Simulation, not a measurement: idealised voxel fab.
Proc. module: voxel released beams
Xsec cut, 220 nm wide, square cell size 5 nm.
Heads up, the way a cross-section reads in here is a grid of square cells, handed over as bands from the top down, with every band being one or more rows of cells. In this notation a band is specified by the heights of its top and bottom, in that order and in nm, after which its materials appear from left to right, each paired with its width in nm. The word "everywhere" attached to a single material means that material fills the band from edge to edge; the word "air" stands for empty space. We count height from 0. Below that, the starting wafer is all one material. The lowest band never ends at the bottom but goes on down; see "z 0 and below" for how that is written. So if you see something like "30->40" for the width, read it as the top row of the band sitting at the first number and the bottom row at the second, with every row in between moving by the same amount as the last. What does "no change occurred" mean for a step? It means no cell of the cross-section changed in that step. So "Voids, sealed" is basically the list of trapped voids: any empty space of 8 cells or more that can't reach the top through an opening. They're written width x height at distance, the distance being from the left edge, and it's all nm. Where a step's line continues beyond its settings, the continuation is a remark by the simulator itself on that step. overlay nm: mask offset rightward from planned place, masked step; negative means leftward offset.
-- The steps planned for the process are as follows
1) RECEIVE,material Si
2) CONFORMAL_DEP,material Al2O3,thk nm 10
3) DIRECTIONAL_DEP,material SiO2,thk nm 10
4) PATTERN,tone open,mask id ANCHOR,material resist,width nm 35,thk nm 15,overlay nm 0
5) DIRECTIONAL_ETCH,etch materials SiO2,depth nm 10
6) STRIP,etch materials resist
7) CONFORMAL_DEP,material polySi,thk nm 15
8) DIRECTIONAL_DEP,material aC,thk nm 15
9) PATTERN,tone cover,mask id BEAM,material resist,width nm 85,thk nm 30,overlay nm 0
10) DIRECTIONAL_ETCH,etch materials aC,depth nm 15
11) STRIP,etch materials resist
12) DIRECTIONAL_ETCH,etch materials polySi,depth nm 15
13) STRIP,etch materials aC
14) STRIP,etch materials SiO2
-- As-received wafer cross-section (after step 1)
	z 0 and below: Si everywhere
	Voids, sealed: none
-- Sectioned view, first of two wafers, at the close of the module, processed as intended in the plan
	z 35 to 25: air (65) | polySi (20) | air (5) | polySi (60) | air (70)
	z 25 to 20: air (65) | polySi (85) | air (70)
	z 20 to 10: air (70) | polySi (35) | air (115)
	z 10 to 0: Al2O3 everywhere
	z 0 and below: Si everywhere
	Voids, sealed: none
-- Presented here is a cross-section of the second of the two wafers as it stood at the end of the module. It was started in the same manner and assigned the same plan as the first wafer; however, one mistake was made in its execution
	z 35 to 20: air (65) | polySi (85) | air (70)
	z 20 to 10: Al2O3 everywhere
	z 10 to 0: SiO2 everywhere
	z 0 and below: Si everywhere
	Voids, sealed: none
Heads up, the wafer didn't run the way we planned it: step 3 occupied the plan position of step 2, and the converse holds as well
Once processing is complete, comparing cell counts shows that the second wafer has more or fewer of certain materials than the first: +88 SiO2, -12 polySi
